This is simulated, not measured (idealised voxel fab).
You're looking at the process module voxel released beams.
The figure presents cross-section cut, which has a width of 205 nm and is divided into square cells with an edge length of 5 nm.
Format of a cross-section: grid, square cells. Given as bands. Order: top down. Band: one or more rows of cells.
A band entry consists of two parts. The first gives the height of the band's top and the height of its bottom, in nm. The rest lists the band's materials from left to right, each with its width in nm. A single material labelled with the word "full width" fills the band from edge to edge, and the word "empty" marks empty space.
All heights in this document are referenced to 0, defined as the level beneath which the wafer, as received, consists entirely of one material. The lowest band is not bounded below; it extends indefinitely downward and is written in the form "0..down".
The notation "30->40" denotes a width that varies across the rows of cells in the band, beginning at the first number in the top row, finishing at the second number in the bottom row, and changing by an identical amount from each row to the next.
No cell of the cross-section changed in a step that is given as "nothing altered".
"Catalogued sealed voids" enumerates empty spaces isolated from the top, with no open way to it, that contain at least 8 cells, giving each as width x height at distance from the left edge, all three in nm.
The remark found on a step's line after its settings is issued by the simulator itself and pertains to that step.
Regarding "overlay nm": on a step with a mask, it is the distance the mask lay to the right of its planned place; a negative value places it to the left.

[The steps planned for the process are as follows]
1 RECEIVE (material Si)
2 CONFORMAL_DEP (material SiN; thk nm 5)
3 DIRECTIONAL_DEP (material SiO2; thk nm 20)
4 MASKED_ETCH (tone open; mask id ANCHOR; width nm 25; etch materials SiO2; depth nm 20; overlay nm 0)
5 CONFORMAL_DEP (material polySi; thk nm 10)
6 PATTERN (tone cover; mask id BEAM; material resist; width nm 80; thk nm 20; overlay nm 0)
7 DIRECTIONAL_ETCH (etch materials polySi; depth nm 10)
8 STRIP (etch materials resist)
9 STRIP (etch materials SiO2)

[So, the first of our two wafers, run just as we planned it]

[Incoming wafer in cross-section (state: after step 1)]
0..down  Si full width
Catalogued sealed voids: none

[Step 2 done - wafer cross-section]
5..0  SiN full width
Note: structure below 0 unchanged.

[Step 3 done - wafer cross-section]
25..5  SiO2 full width
Note: structure below 5 unchanged.

[Step 4 done - wafer cross-section]
25..5  SiO2 (65) / empty (25) / SiO2 (115)
Note: structure below 5 unchanged.

[Step 5 done - wafer cross-section]
35..25  polySi (75) / empty (5) / polySi (125)
25..15  SiO2 (65) / polySi (10) / empty (5) / polySi (10) / SiO2 (115)
15..5  SiO2 (65) / polySi (25) / SiO2 (115)
Note: structure below 5 unchanged.

[Step 6 done - wafer cross-section]
55..35  empty (60) / resist (80) / empty (65)
35..25  polySi (75) / resist (5) / polySi (125)
25..15  SiO2 (65) / polySi (10) / resist (5) / polySi (10) / SiO2 (115)
Note: structure below 15 unchanged.

[Step 7 done - wafer cross-section]
55..35  empty (60) / resist (80) / empty (65)
35..25  empty (60) / polySi (15) / resist (5) / polySi (60) / empty (65)
Note: structure below 25 unchanged.

[Step 8 done - wafer cross-section]
35..25  empty (60) / polySi (15) / empty (5) / polySi (60) / empty (65)
25..15  SiO2 (65) / polySi (10) / empty (5) / polySi (10) / SiO2 (115)
Note: structure below 15 unchanged.

[Step 9 done - wafer cross-section]
35..25  empty (60) / polySi (15) / empty (5) / polySi (60) / empty (65)
25..15  empty (65) / polySi (10) / empty (5) / polySi (10) / empty (115)
15..5  empty (65) / polySi (25) / empty (115)
Note: structure below 5 unchanged.

[Second Wafer (Identical Start and Plan, One Processing Error; Matches First Wafer Through Step 3)]

[Cross-section of the second wafer when, according to plan, step 4 should have finished]
25..5  SiO2 (70) / empty (15) / SiO2 (120)
Note: structure below 5 unchanged.

[Cross-section of the second wafer when, according to plan, step 5 should have finished]
35..25  polySi full width
25..5  SiO2 (70) / polySi (15) / SiO2 (120)
Note: structure below 5 unchanged.

[Cross-section of the second wafer when, according to plan, step 6 should have finished]
55..35  empty (60) / resist (80) / empty (65)
Note: structure below 35 unchanged.

[Cross-section of the second wafer when, according to plan, step 7 should have finished]
55..35  empty (60) / resist (80) / empty (65)
35..25  empty (60) / polySi (80) / empty (65)
Note: structure below 25 unchanged.

[Cross-section of the second wafer when, according to plan, step 8 should have finished]
35..25  empty (60) / polySi (80) / empty (65)
Note: structure below 25 unchanged.

[Cross-section of the second wafer when, according to plan, step 9 should have finished]
35..25  empty (60) / polySi (80) / empty (65)
25..5  empty (70) / polySi (15) / empty (120)
Note: structure below 5 unchanged.
It is concluded that the wafer was processed incorrectly with respect to the plan, in that in deviation from the planned setting, step 4 was conducted as MASKED_ETCH (tone open; mask id ANCHOR; width nm 15; etch materials SiO2; depth nm 20; overlay nm 0)
End of process, cell counts, second wafer against first, materials with more or fewer: polySi: 4 fewer
